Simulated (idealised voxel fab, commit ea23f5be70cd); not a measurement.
process module | voxel air gaps
cross-section cut | 185 nm wide | cells 5 nm
A cross-section is a grid of square cells, given in bands from the top down. A band is one or more rows of cells.
Each band's line starts with the height of the band's top and of its bottom, in nm. Then come its materials from left to right, each with its width in nm. One material with "throughout" fills the band from edge to edge. "air" is empty space.
Height 0 is the level under which the wafer as received is all one material. The lowest band goes on downwards, as in "0 down".
A width such as "30 to 40" changes by the same amount from each row of cells to the next, from the band's top row to its bottom row.
"no change" after a step means that no cell of the cross-section changed.
closed voids: empty space of 8 cells or more with no open way to the top, each as width x height at its distance from the left edge, in nm
after a step's settings: what the simulator itself notes on the step
overlay nm, on a step with a mask: how far to the right of its planned place the mask lay; to the left if negative
plan
1 op RECEIVE | material Si
2 op CONFORMAL_DEP | material SiO2 | thk nm 15
3 op CONFORMAL_DEP | material SiCN | thk nm 5
4 op DIRECTIONAL_DEP | material lowk | thk nm 40
5 op DIRECTIONAL_DEP | material aC | thk nm 10
6 op PATTERN | tone open | mask id LINES | material resist | width nm 20 | pitch nm 45 | thk nm 30 | overlay nm 0
7 op DIRECTIONAL_ETCH | etch materials aC | depth nm 10
8 op STRIP | etch materials resist
9 op DIRECTIONAL_ETCH | etch materials lowk | depth nm 40
10 op STRIP | etch materials aC
11 op CONFORMAL_DEP | material TiN | thk nm 5
12 op FILL_DEP | material Cu | thk nm 10
13 op CMP | height nm 60
14 op EPI | material Ru | thk nm 10
15 op SELECTIVE_ETCH | etch materials lowk | depth nm 50
16 op CONFORMAL_DEP | material SiCN | thk nm 5
first wafer, as planned
as received, after step 1
  0 down: Si throughout
  closed voids: none
after step 2
  15 to 0: SiO2 throughout
  below 0: unchanged
after step 3
  20 to 15: SiCN throughout
  below 15: unchanged
after step 4
  60 to 20: lowk throughout
  below 20: unchanged
after step 5
  70 to 60: aC throughout
  below 60: unchanged
after step 6
  100 to 70: resist 35 | air 20 | resist 25 | air 20 | resist 25 | air 20 | resist 40
  below 70: unchanged
after step 7
  90 to 70: resist 35 | air 20 | resist 25 | air 20 | resist 25 | air 20 | resist 40
  70 to 60: aC 35 | air 20 | aC 25 | air 20 | aC 25 | air 20 | aC 40
  below 60: unchanged
after step 8
  70 to 60: aC 35 | air 20 | aC 25 | air 20 | aC 25 | air 20 | aC 40
  below 60: unchanged
after step 9
  70 to 60: aC 35 | air 20 | aC 25 | air 20 | aC 25 | air 20 | aC 40
  60 to 20: lowk 35 | air 20 | lowk 25 | air 20 | lowk 25 | air 20 | lowk 40
  below 20: unchanged
after step 10
  60 to 20: lowk 35 | air 20 | lowk 25 | air 20 | lowk 25 | air 20 | lowk 40
  below 20: unchanged
after step 11
  65 to 60: TiN 40 | air 10 | TiN 35 | air 10 | TiN 35 | air 10 | TiN 45
  60 to 25: lowk 35 | TiN 5 | air 10 | TiN 5 | lowk 25 | TiN 5 | air 10 | TiN 5 | lowk 25 | TiN 5 | air 10 | TiN 5 | lowk 40
  25 to 20: lowk 35 | TiN 20 | lowk 25 | TiN 20 | lowk 25 | TiN 20 | lowk 40
  below 20: unchanged
after step 12
  75 to 65: Cu throughout
  65 to 60: TiN 40 | Cu 10 | TiN 35 | Cu 10 | TiN 35 | Cu 10 | TiN 45
  60 to 25: lowk 35 | TiN 5 | Cu 10 | TiN 5 | lowk 25 | TiN 5 | Cu 10 | TiN 5 | lowk 25 | TiN 5 | Cu 10 | TiN 5 | lowk 40
  below 25: unchanged
after step 13
  60 to 25: lowk 35 | TiN 5 | Cu 10 | TiN 5 | lowk 25 | TiN 5 | Cu 10 | TiN 5 | lowk 25 | TiN 5 | Cu 10 | TiN 5 | lowk 40
  below 25: unchanged
after step 14
  70 to 60: air 25 | Ru 40 | air 5 | Ru 40 | air 5 | Ru 40 | air 30
  below 60: unchanged
after step 15
  70 to 60: air 25 | Ru 40 | air 5 | Ru 40 | air 5 | Ru 40 | air 30
  60 to 25: air 35 | TiN 5 | Cu 10 | TiN 5 | air 25 | TiN 5 | Cu 10 | TiN 5 | air 25 | TiN 5 | Cu 10 | TiN 5 | air 40
  25 to 20: air 35 | TiN 20 | air 25 | TiN 20 | air 25 | TiN 20 | air 40
  below 20: unchanged
after step 16
  75 to 70: air 20 | SiCN 140 | air 25
  70 to 60: air 20 | SiCN 5 | Ru 40 | SiCN 5 | Ru 40 | SiCN 5 | Ru 40 | SiCN 5 | air 25
  60 to 55: air 20 | SiCN 15 | TiN 5 | Cu 10 | TiN 5 | SiCN 25 | TiN 5 | Cu 10 | TiN 5 | SiCN 25 | TiN 5 | Cu 10 | TiN 5 | SiCN 15 | air 25
  55 to 25: air 30 | SiCN 5 | TiN 5 | Cu 10 | TiN 5 | SiCN 5 | air 15 | SiCN 5 | TiN 5 | Cu 10 | TiN 5 | SiCN 5 | air 15 | SiCN 5 | TiN 5 | Cu 10 | TiN 5 | SiCN 5 | air 35
  25 to 20: SiCN 35 | TiN 20 | SiCN 25 | TiN 20 | SiCN 25 | TiN 20 | SiCN 40
  below 20: unchanged
  closed voids: 15 x 30 at 60; 15 x 30 at 105
second wafer: like start, like plan, one mistake. Through step 5 it matches the first wafer
when step 6 should have ended
  100 to 70: air 35 | resist 20 | air 25 | resist 20 | air 25 | resist 20 | air 40
  below 70: unchanged
when step 7 should have ended
  90 to 70: air 35 | resist 20 | air 25 | resist 20 | air 25 | resist 20 | air 40
  70 to 60: air 35 | aC 20 | air 25 | aC 20 | air 25 | aC 20 | air 40
  below 60: unchanged
when step 8 should have ended
  70 to 60: air 35 | aC 20 | air 25 | aC 20 | air 25 | aC 20 | air 40
  below 60: unchanged
when step 9 should have ended
  70 to 60: air 35 | aC 20 | air 25 | aC 20 | air 25 | aC 20 | air 40
  60 to 20: air 35 | lowk 20 | air 25 | lowk 20 | air 25 | lowk 20 | air 40
  below 20: unchanged
when step 10 should have ended
  60 to 20: air 35 | lowk 20 | air 25 | lowk 20 | air 25 | lowk 20 | air 40
  below 20: unchanged
when step 11 should have ended
  65 to 60: air 30 | TiN 30 | air 15 | TiN 30 | air 15 | TiN 30 | air 35
  60 to 25: air 30 | TiN 5 | lowk 20 | TiN 5 | air 15 | TiN 5 | lowk 20 | TiN 5 | air 15 | TiN 5 | lowk 20 | TiN 5 | air 35
  25 to 20: TiN 35 | lowk 20 | TiN 25 | lowk 20 | TiN 25 | lowk 20 | TiN 40
  below 20: unchanged
when step 12 should have ended
  75 to 65: Cu throughout
  65 to 60: Cu 30 | TiN 30 | Cu 15 | TiN 30 | Cu 15 | TiN 30 | Cu 35
  60 to 25: Cu 30 | TiN 5 | lowk 20 | TiN 5 | Cu 15 | TiN 5 | lowk 20 | TiN 5 | Cu 15 | TiN 5 | lowk 20 | TiN 5 | Cu 35
  below 25: unchanged
when step 13 should have ended
  60 to 25: Cu 30 | TiN 5 | lowk 20 | TiN 5 | Cu 15 | TiN 5 | lowk 20 | TiN 5 | Cu 15 | TiN 5 | lowk 20 | TiN 5 | Cu 35
  below 25: unchanged
when step 14 should have ended
  70 to 60: Ru throughout
  below 60: unchanged
when step 15 should have ended: no change
when step 16 should have ended
  75 to 70: SiCN throughout
  below 70: unchanged
what went wrong: step 6 ran as: op PATTERN | tone cover | mask id LINES | material resist | width nm 20 | pitch nm 45 | thk nm 30 | overlay nm 0
at the end the second wafer has, in cells: 91 more of Cu | 26 more of Ru | 76 fewer of SiCN | 13 more of TiN | 96 more of lowk
closed voids at the end (first wafer, second wafer): 2, 0
